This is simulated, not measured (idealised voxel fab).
The following process module bears the name voxel spacer lines.
Shown is cross-section cut, with a width of 275 nm and square cells of size 5 nm.
Format of a cross-section: grid, square cells. Given as bands. Order: top down. Band: one or more rows of cells.
Band: top and bottom heights (nm) first, top before bottom; then materials from left to right, widths in nm. "all across" marks a sole material filling the band edge to edge. "blank" denotes empty space.
Convention: height 0 is the level below which the wafer, as received, is all one material. The lowest band does not terminate at the bottom but continues downward, represented as "0 -> down".
Width "30 to 40": first value at the band's top row of cells, second value at its bottom row, equal change from row to row.
Where the words "everything unchanged" appear for a step, the cross-section shows no cell changed by that step; every cell remained as before.
Entry "Voids, enclosed". Content: empty spaces with no open connection to the top, size 8 cells or greater. Each: width x height at distance. Distance: from left edge. Unit: nm.
Past the settings on a step's line: simulator remark, on that step.
overlay nm: mask offset rightward from planned place, masked step; negative means leftward offset.
[The following list gives the planned process steps]
1) RECEIVE with material Si
2) CONFORMAL_DEP with material Al2O3, thk nm 5
3) DIRECTIONAL_DEP with material SiN, thk nm 15
4) DIRECTIONAL_DEP with material polySi, thk nm 20
5) PATTERN with tone cover, mask id MANDREL, material resist, width nm 25, pitch nm 70, thk nm 25, overlay nm -15
6) DIRECTIONAL_ETCH with etch materials polySi, depth nm 20
7) STRIP with etch materials resist
8) CONFORMAL_DEP with material SiO2, thk nm 10
9) DIRECTIONAL_ETCH with etch materials SiO2, depth nm 10
10) STRIP with etch materials polySi
11) DIRECTIONAL_ETCH with etch materials SiN, depth nm 15
12) STRIP with etch materials SiO2
The wafers in this document start out alike and differ in the overlay nm applied at step 5; the plan shows the value used for the first wafer.
[Received wafers, first of several: cross-section after step 1]
  0 -> down = Si all across
  Voids, enclosed: none
[Cross-section of the first of several wafers once the module has run through its last step, step 12]
  20 -> 5 = 30 of blank / 10 of SiN / 25 of blank / 10 of SiN / 25 of blank / 10 of SiN / 25 of blank / 10 of SiN / 25 of blank / 10 of SiN / 25 of blank / 10 of SiN / 60 of blank
  5 -> 0 = Al2O3 all across
  0 -> down = Si all across
  Voids, enclosed: none
[So this is the cross-section on the last wafer at the end of the module]
  20 -> 5 = 60 of blank / 10 of SiN / 25 of blank / 10 of SiN / 25 of blank / 10 of SiN / 25 of blank / 10 of SiN / 25 of blank / 10 of SiN / 25 of blank / 10 of SiN / 30 of blank
  5 -> 0 = Al2O3 all across
  0 -> down = Si all across
  Voids, enclosed: none
[The table below has one row for each wafer; a row shows, as of the end of the module, how many cells of each material the wafer has gained, marked (+), or lost, marked (-), since it was received, and then the wafer's closed voids]
overlay nm -15 | +55 Al2O3 | +36 SiN | Voids, enclosed: none
overlay nm -10 | +55 Al2O3 | +36 SiN | Voids, enclosed: none
overlay nm -5 | +55 Al2O3 | +36 SiN | Voids, enclosed: none
overlay nm 0 | +55 Al2O3 | +36 SiN | Voids, enclosed: none
overlay nm 5 | +55 Al2O3 | +36 SiN | Voids, enclosed: none
overlay nm 10 | +55 Al2O3 | +36 SiN | Voids, enclosed: none
overlay nm 15 | +55 Al2O3 | +36 SiN | Voids, enclosed: none
